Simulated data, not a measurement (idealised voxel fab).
process module | voxel trench capacitor
cross-section cut | 200 nm wide | cells 5 nm
A cross-section is a grid of square cells, given in bands from the top down. A band is one or more rows of cells.
Each band's line starts with the height of the band's top and of its bottom, in nm. Then come its materials from left to right, each with its width in nm. One material with "throughout" fills the band from edge to edge. "air" is empty space.
Height 0 is the level under which the wafer as received is all one material. The lowest band goes on downwards, as in "0 down".
A width such as "30 to 40" changes by the same amount from each row of cells to the next, from the band's top row to its bottom row.
"no change" after a step means that no cell of the cross-section changed.
closed voids: empty space of 8 cells or more with no open way to the top, each as width x height at its distance from the left edge, in nm
after a step's settings: what the simulator itself notes on the step
overlay nm, on a step with a mask: how far to the right of its planned place the mask lay; to the left if negative
plan
1 op RECEIVE | material Si
2 op CONFORMAL_DEP | material SiN | thk nm 5
3 op DIRECTIONAL_DEP | material aC | thk nm 15
4 op PATTERN | tone open | mask id TRENCH | material resist | width nm 25 | pitch nm 40 | thk nm 35 | overlay nm 0
5 op DIRECTIONAL_ETCH | etch materials aC | depth nm 15
6 op STRIP | etch materials resist
7 op DIRECTIONAL_ETCH | etch materials SiN | depth nm 5
8 op DIRECTIONAL_ETCH | etch materials Si | depth nm 35
9 op STRIP | etch materials aC
10 op CONFORMAL_DEP | material Al2O3 | thk nm 5
11 op FILL_DEP | material polySi | thk nm 5
12 op CMP | height nm 5
as received, after step 1
  0 down: Si throughout
  closed voids: none
first wafer at the end, as planned
  5 to 0: SiN 45 | Al2O3 5 | polySi 15 | Al2O3 5 | SiN 15 | Al2O3 5 | polySi 15 | Al2O3 5 | SiN 15 | Al2O3 5 | polySi 15 | Al2O3 5 | SiN 50
  0 to -30: Si 45 | Al2O3 5 | polySi 15 | Al2O3 5 | Si 15 | Al2O3 5 | polySi 15 | Al2O3 5 | Si 15 | Al2O3 5 | polySi 15 | Al2O3 5 | Si 50
  -30 to -35: Si 45 | Al2O3 25 | Si 15 | Al2O3 25 | Si 15 | Al2O3 25 | Si 50
  -35 down: Si throughout
  closed voids: none
second wafer at the end: like start, like plan, one mistake
  5 to 0: polySi 45 | Al2O3 5 | polySi 15 | Al2O3 5 | polySi 15 | Al2O3 5 | polySi 15 | Al2O3 5 | polySi 15 | Al2O3 5 | polySi 15 | Al2O3 5 | polySi 50
  0 to -25: Si 45 | Al2O3 5 | polySi 15 | Al2O3 5 | Si 15 | Al2O3 5 | polySi 15 | Al2O3 5 | Si 15 | Al2O3 5 | polySi 15 | Al2O3 5 | Si 50
  -25 to -30: Si 45 | Al2O3 25 | Si 15 | Al2O3 25 | Si 15 | Al2O3 25 | Si 50
  -30 down: Si throughout
  closed voids: none
what went wrong: step 2 ran as: op CONFORMAL_DEP | material polySi | thk nm 5
at the end the second wafer has, in cells: 6 fewer of Al2O3 | 15 more of Si | 25 fewer of SiN | 16 more of polySi
